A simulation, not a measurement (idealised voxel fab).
process module | voxel ribs on slabs
Displayed cross-section: cut, width of 170 nm, square cells sized 5 nm.
Each cross-section below is a grid of square cells, stated as bands in top-down order, with one or more rows of cells making up each band.
For a band, the entry starts with two heights in nm, that of the top and then that of the bottom, and carries on with the band's materials in order from left to right, each alongside its width in nm; the word "everywhere" beside a single material means it fills the band edge to edge, and "blank" means empty space.
The level at which height equals 0 is the one under which the wafer, as it arrives, is entirely one material. No lower edge exists for the bottom band, which continues downward and is notated as in "z 0 and below".
Width spec "30->40" -> top row of cells at first value, bottom row at second value, equal per-row change in between.
The cross-section has no changed cell in any step marked "no alteration".
"Encapsulated voids": empty spaces of 8 cells or more with no open way to the top, each given as width x height at distance, distance from the left edge, all in nm.
If you see something after the settings on a step's line, that's the simulator's own remark about that step.
overlay nm: for a step with a mask, the amount by which the mask lay right of where it was planned; a negative amount means left of it.
### Set out below are the planned steps of the process
1. RECEIVE | material Si
2. DIRECTIONAL_DEP | material SiO2 | thk nm 30
3. DIRECTIONAL_DEP | material SiN | thk nm 15
4. PATTERN | tone cover | mask id RIB | material resist | width nm 30 | thk nm 20 | overlay nm 0
5. DIRECTIONAL_ETCH | etch materials SiN | depth nm 10
6. STRIP | etch materials resist
7. DIRECTIONAL_DEP | material aC | thk nm 10
8. PATTERN | tone cover | mask id SLAB | material resist | width nm 60 | thk nm 25 | overlay nm 0
9. DIRECTIONAL_ETCH | etch materials aC | depth nm 10
10. STRIP | etch materials resist
11. DIRECTIONAL_ETCH | etch materials SiN | depth nm 5
12. STRIP | etch materials aC
13. FILL_DEP | material SiO2 | thk nm 30
14. CMP | height nm 65
15. DIRECTIONAL_DEP | material W | thk nm 5
16. PATTERN | tone cover | mask id HEATER | material resist | width nm 40 | thk nm 20 | overlay nm 0
17. DIRECTIONAL_ETCH | etch materials W | depth nm 5
18. STRIP | etch materials resist
19. CONFORMAL_DEP | material SiN | thk nm 10
### What follows covers the first of two wafers; it ran as planned
### Cross-section: wafer on arrival = after step 1
    z 0 and below = Si everywhere
    Encapsulated voids: none
### Step 2 complete: cross-section through the wafer
    z 30 to 0 = SiO2 everywhere
    below 0: unchanged
### Step 3 complete: cross-section through the wafer
    z 45 to 30 = SiN everywhere
    below 30: unchanged
### Step 4 complete: cross-section through the wafer
    z 65 to 45 = blank=70 / resist=30 / blank=70
    below 45: unchanged
### Step 5 complete: cross-section through the wafer
    z 65 to 45 = blank=70 / resist=30 / blank=70
    z 45 to 35 = blank=70 / SiN=30 / blank=70
    below 35: unchanged
### Step 6 complete: cross-section through the wafer
    z 45 to 35 = blank=70 / SiN=30 / blank=70
    below 35: unchanged
### Step 7 complete: cross-section through the wafer
    z 55 to 45 = blank=70 / aC=30 / blank=70
    z 45 to 35 = aC=70 / SiN=30 / aC=70
    below 35: unchanged
### Step 8 complete: cross-section through the wafer
    z 80 to 55 = blank=55 / resist=60 / blank=55
    z 55 to 45 = blank=55 / resist=15 / aC=30 / resist=15 / blank=55
    below 45: unchanged
### Step 9 complete: cross-section through the wafer
    z 70 to 55 = blank=55 / resist=60 / blank=55
    z 55 to 45 = blank=55 / resist=15 / aC=30 / resist=15 / blank=55
    z 45 to 35 = blank=55 / aC=15 / SiN=30 / aC=15 / blank=55
    below 35: unchanged
### Step 10 complete: cross-section through the wafer
    z 55 to 45 = blank=70 / aC=30 / blank=70
    below 45: unchanged
### Step 11 complete: cross-section through the wafer
    z 55 to 45 = blank=70 / aC=30 / blank=70
    z 45 to 35 = blank=55 / aC=15 / SiN=30 / aC=15 / blank=55
    z 35 to 30 = blank=55 / SiN=60 / blank=55
    below 30: unchanged
### Step 12 complete: cross-section through the wafer
    z 45 to 35 = blank=70 / SiN=30 / blank=70
    below 35: unchanged
### Step 13 complete: cross-section through the wafer
    z 75 to 45 = SiO2 everywhere
    z 45 to 35 = SiO2=70 / SiN=30 / SiO2=70
    z 35 to 30 = SiO2=55 / SiN=60 / SiO2=55
    below 30: unchanged
### Step 14 complete: cross-section through the wafer
    z 65 to 45 = SiO2 everywhere
    below 45: unchanged
### Step 15 complete: cross-section through the wafer
    z 70 to 65 = W everywhere
    below 65: unchanged
### Step 16 complete: cross-section through the wafer
    z 90 to 70 = blank=65 / resist=40 / blank=65
    below 70: unchanged
### Step 17 complete: cross-section through the wafer
    z 90 to 70 = blank=65 / resist=40 / blank=65
    z 70 to 65 = blank=65 / W=40 / blank=65
    below 65: unchanged
### Step 18 complete: cross-section through the wafer
    z 70 to 65 = blank=65 / W=40 / blank=65
    below 65: unchanged
### Step 19 complete: cross-section through the wafer
    z 80 to 75 = blank=55 / SiN=60 / blank=55
    z 75 to 70 = SiN everywhere
    z 70 to 65 = SiN=65 / W=40 / SiN=65
    below 65: unchanged
### Companion wafer, the second of two: same beginning, same intended sequence, one mistake in carrying it out; through step 1 inclusive it tracks the first exactly
### At the planned end of step 2, the second wafer in cross-section
    z 30 to 0 = SiN everywhere
    below 0: unchanged
### At the planned end of step 3, the second wafer in cross-section
    z 45 to 0 = SiN everywhere
    below 0: unchanged
### At the planned end of step 4, the second wafer in cross-section
    z 65 to 45 = blank=70 / resist=30 / blank=70
    below 45: unchanged
### At the planned end of step 5, the second wafer in cross-section
    z 65 to 45 = blank=70 / resist=30 / blank=70
    z 45 to 35 = blank=70 / SiN=30 / blank=70
    below 35: unchanged
### At the planned end of step 6, the second wafer in cross-section
    z 45 to 35 = blank=70 / SiN=30 / blank=70
    below 35: unchanged
### At the planned end of step 7, the second wafer in cross-section
    z 55 to 45 = blank=70 / aC=30 / blank=70
    z 45 to 35 = aC=70 / SiN=30 / aC=70
    below 35: unchanged
### At the planned end of step 8, the second wafer in cross-section
    z 80 to 55 = blank=55 / resist=60 / blank=55
    z 55 to 45 = blank=55 / resist=15 / aC=30 / resist=15 / blank=55
    below 45: unchanged
### At the planned end of step 9, the second wafer in cross-section
    z 70 to 55 = blank=55 / resist=60 / blank=55
    z 55 to 45 = blank=55 / resist=15 / aC=30 / resist=15 / blank=55
    z 45 to 35 = blank=55 / aC=15 / SiN=30 / aC=15 / blank=55
    below 35: unchanged
### At the planned end of step 10, the second wafer in cross-section
    z 55 to 45 = blank=70 / aC=30 / blank=70
    below 45: unchanged
### At the planned end of step 11, the second wafer in cross-section
    z 55 to 45 = blank=70 / aC=30 / blank=70
    z 45 to 35 = blank=55 / aC=15 / SiN=30 / aC=15 / blank=55
    z 35 to 30 = blank=55 / SiN=60 / blank=55
    below 30: unchanged
### At the planned end of step 12, the second wafer in cross-section
    z 45 to 35 = blank=70 / SiN=30 / blank=70
    below 35: unchanged
### At the planned end of step 13, the second wafer in cross-section
    z 75 to 45 = SiO2 everywhere
    z 45 to 35 = SiO2=70 / SiN=30 / SiO2=70
    z 35 to 30 = SiO2=55 / SiN=60 / SiO2=55
    below 30: unchanged
### At the planned end of step 14, the second wafer in cross-section
    z 65 to 45 = SiO2 everywhere
    below 45: unchanged
### At the planned end of step 15, the second wafer in cross-section
    z 70 to 65 = W everywhere
    below 65: unchanged
### At the planned end of step 16, the second wafer in cross-section
    z 90 to 70 = blank=65 / resist=40 / blank=65
    below 70: unchanged
### At the planned end of step 17, the second wafer in cross-section
    z 90 to 70 = blank=65 / resist=40 / blank=65
    z 70 to 65 = blank=65 / W=40 / blank=65
    below 65: unchanged
### At the planned end of step 18, the second wafer in cross-section
    z 70 to 65 = blank=65 / W=40 / blank=65
    below 65: unchanged
### At the planned end of step 19, the second wafer in cross-section
    z 80 to 75 = blank=55 / SiN=60 / blank=55
    z 75 to 70 = SiN everywhere
    z 70 to 65 = SiN=65 / W=40 / SiN=65
    below 65: unchanged
Error vs. plan: for step 2, the planned setting was not used; the step was instead run as DIRECTIONAL_DEP | material SiN | thk nm 30
Wrapping up, a cell-based count of both wafers puts the second over or under the first for these materials: +204 SiN, -204 SiO2
